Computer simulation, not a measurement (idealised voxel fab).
process module | voxel wiring stack
cross-section cut | 220 nm wide | cells 5 nm
A cross-section is a grid of square cells, given in bands from the top down. A band is one or more rows of cells.
Each band's line starts with the height of the band's top and of its bottom, in nm. Then come its materials from left to right, each with its width in nm. One material with "throughout" fills the band from edge to edge. "air" is empty space.
Height 0 is the level under which the wafer as received is all one material. The lowest band goes on downwards, as in "0 down".
A width such as "30 to 40" changes by the same amount from each row of cells to the next, from the band's top row to its bottom row.
"no change" after a step means that no cell of the cross-section changed.
closed voids: empty space of 8 cells or more with no open way to the top, each as width x height at its distance from the left edge, in nm
after a step's settings: what the simulator itself notes on the step
overlay nm, on a step with a mask: how far to the right of its planned place the mask lay; to the left if negative
plan
1 op RECEIVE | material Si
2 op CONFORMAL_DEP | material SiO2 | thk nm 15
3 op CONFORMAL_DEP | material SiCN | thk nm 5
4 op DIRECTIONAL_DEP | material lowk | thk nm 15
5 op PATTERN | tone open | mask id METAL_1 | material resist | width nm 25 | pitch nm 45 | thk nm 15 | overlay nm 0
6 op DIRECTIONAL_ETCH | etch materials lowk | depth nm 15
7 op DIRECTIONAL_ETCH | etch materials SiCN | depth nm 5
8 op STRIP | etch materials resist
9 op CONFORMAL_DEP | material TiN | thk nm 5
10 op FILL_DEP | material Cu | thk nm 10
11 op CMP | height nm 35
12 op EPI | material Ru | thk nm 5
13 op FILL_DEP | material SiCN | thk nm 5
14 op DIRECTIONAL_DEP | material lowk | thk nm 20
15 op PATTERN | tone open | mask id PLUG_1 | material resist | width nm 15 | thk nm 20 | overlay nm 0
16 op DIRECTIONAL_ETCH | etch materials lowk | depth nm 20
17 op DIRECTIONAL_ETCH | etch materials SiCN | depth nm 5
18 op STRIP | etch materials resist
19 op CONFORMAL_DEP | material TiN | thk nm 5
20 op FILL_DEP | material Cu | thk nm 10
21 op CMP | height nm 65
22 op CONFORMAL_DEP | material SiCN | thk nm 5
23 op DIRECTIONAL_DEP | material lowk | thk nm 20
24 op PATTERN | tone open | mask id METAL_2 | material resist | width nm 25 | pitch nm 45 | thk nm 15 | overlay nm 0
25 op DIRECTIONAL_ETCH | etch materials lowk | depth nm 20
26 op DIRECTIONAL_ETCH | etch materials SiCN | depth nm 5
27 op STRIP | etch materials resist
28 op CONFORMAL_DEP | material TiN | thk nm 5
29 op FILL_DEP | material Cu | thk nm 5
30 op CMP | height nm 90
31 op EPI | material Ru | thk nm 5
32 op FILL_DEP | material SiCN | thk nm 5
33 op DIRECTIONAL_DEP | material SiO2 | thk nm 30
34 op PATTERN | tone open | mask id METAL_3_HOLES | material resist | width nm 15 | thk nm 20 | overlay nm 0
35 op DIRECTIONAL_ETCH | etch materials SiO2 | depth nm 30
36 op STRIP | etch materials resist
37 op PATTERN | tone open | mask id METAL_3 | material resist | width nm 25 | pitch nm 45 | thk nm 20 | overlay nm 0
38 op DIRECTIONAL_ETCH | etch materials SiO2 | depth nm 15
39 op DIRECTIONAL_ETCH | etch materials SiCN | depth nm 5
40 op STRIP | etch materials resist
41 op CONFORMAL_DEP | material TiN | thk nm 5
42 op FILL_DEP | material Cu | thk nm 10
43 op CMP | height nm 130
44 op CONFORMAL_DEP | material SiCN | thk nm 5
45 op DIRECTIONAL_DEP | material lowk | thk nm 30
46 op PATTERN | tone open | mask id METAL_4 | material resist | width nm 25 | pitch nm 45 | thk nm 15 | overlay nm 0
47 op DIRECTIONAL_ETCH | etch materials lowk | depth nm 15
48 op STRIP | etch materials resist
49 op PATTERN | tone open | mask id METAL_4_HOLES | material resist | width nm 15 | pitch nm 45 | thk nm 15 | overlay nm 0
50 op DIRECTIONAL_ETCH | etch materials lowk | depth nm 15
51 op DIRECTIONAL_ETCH | etch materials SiCN | depth nm 5
52 op STRIP | etch materials resist
53 op CONFORMAL_DEP | material TiN | thk nm 5
54 op FILL_DEP | material Cu | thk nm 5
55 op CMP | height nm 165
56 op CONFORMAL_DEP | material SiCN | thk nm 5
as received, after step 1
  0 down: Si throughout
  closed voids: none
first wafer at the end, as planned
  170 to 165: SiCN throughout
  165 to 155: lowk 75 | TiN 5 | Cu 15 | TiN 5 | lowk 20 | TiN 5 | Cu 15 | TiN 5 | lowk 75
  155 to 150: lowk 75 | TiN 5 | Cu 5 | TiN 15 | lowk 20 | TiN 5 | Cu 5 | TiN 15 | lowk 75
  150 to 135: lowk 75 | TiN 5 | Cu 5 | TiN 5 | lowk 30 | TiN 5 | Cu 5 | TiN 5 | lowk 85
  135 to 130: SiCN 75 | TiN 15 | SiCN 30 | TiN 15 | SiCN 85
  130 to 120: SiO2 75 | TiN 5 | Cu 15 | TiN 5 | SiO2 20 | TiN 5 | Cu 15 | TiN 5 | SiO2 75
  120 to 115: SiO2 75 | TiN 5 | Cu 5 | TiN 15 | SiO2 20 | TiN 25 | SiO2 75
  115 to 100: SiO2 75 | TiN 5 | Cu 5 | TiN 5 | SiO2 130
  100 to 95: SiCN 75 | TiN 15 | SiCN 130
  95 to 90: SiCN 70 | Ru 35 | SiCN 10 | Ru 35 | SiCN 70
  90 to 70: lowk 75 | TiN 5 | Cu 15 | TiN 5 | lowk 20 | TiN 5 | Cu 15 | TiN 5 | lowk 75
  70 to 65: SiCN 75 | TiN 25 | SiCN 20 | TiN 25 | SiCN 75
  65 to 45: lowk 75 | TiN 5 | Cu 5 | TiN 5 | lowk 130
  45 to 40: SiCN 75 | TiN 15 | SiCN 130
  40 to 35: SiCN 70 | Ru 35 | SiCN 10 | Ru 35 | SiCN 70
  35 to 20: lowk 75 | TiN 5 | Cu 15 | TiN 5 | lowk 20 | TiN 5 | Cu 15 | TiN 5 | lowk 75
  20 to 15: SiCN 75 | TiN 25 | SiCN 20 | TiN 25 | SiCN 75
  15 to 0: SiO2 throughout
  0 down: Si throughout
  closed voids: none
second wafer at the end: like start, like plan, one mistake
  170 to 165: SiCN throughout
  165 to 155: lowk 75 | TiN 5 | Cu 15 | TiN 5 | lowk 20 | TiN 5 | Cu 15 | TiN 5 | lowk 75
  155 to 150: lowk 75 | TiN 5 | Cu 5 | TiN 15 | lowk 20 | TiN 5 | Cu 5 | TiN 15 | lowk 75
  150 to 135: lowk 75 | TiN 5 | Cu 5 | TiN 5 | lowk 30 | TiN 5 | Cu 5 | TiN 5 | lowk 85
  135 to 130: SiCN 75 | TiN 15 | SiCN 30 | TiN 15 | SiCN 85
  130 to 120: SiO2 75 | TiN 5 | Cu 15 | TiN 5 | SiO2 20 | TiN 5 | Cu 15 | TiN 5 | SiO2 75
  120 to 115: SiO2 75 | TiN 5 | Cu 5 | TiN 15 | SiO2 20 | TiN 25 | SiO2 75
  115 to 100: SiO2 75 | TiN 5 | Cu 5 | TiN 5 | SiO2 130
  100 to 95: SiCN 75 | TiN 15 | SiCN 130
  95 to 90: SiCN 70 | Ru 35 | SiCN 10 | Ru 35 | SiCN 70
  90 to 70: lowk 75 | TiN 5 | Cu 15 | TiN 5 | lowk 20 | TiN 5 | Cu 15 | TiN 5 | lowk 75
  70 to 65: SiCN 75 | TiN 25 | SiCN 20 | TiN 25 | SiCN 75
  65 to 45: lowk 75 | TiN 5 | Cu 5 | TiN 5 | lowk 130
  45 to 40: SiCN 75 | TiN 15 | SiCN 130
  40 to 35: SiCN 70 | Ru 35 | SiCN 10 | Ru 35 | SiCN 70
  35 to 30: SiCN 75 | TiN 25 | SiCN 20 | TiN 25 | SiCN 75
  30 to 0: SiO2 throughout
  0 down: Si throughout
  closed voids: none
what went wrong: step 2 was run twice
at the end the second wafer has, in cells: 18 fewer of Cu | 132 more of SiO2 | 12 fewer of TiN | 102 fewer of lowk
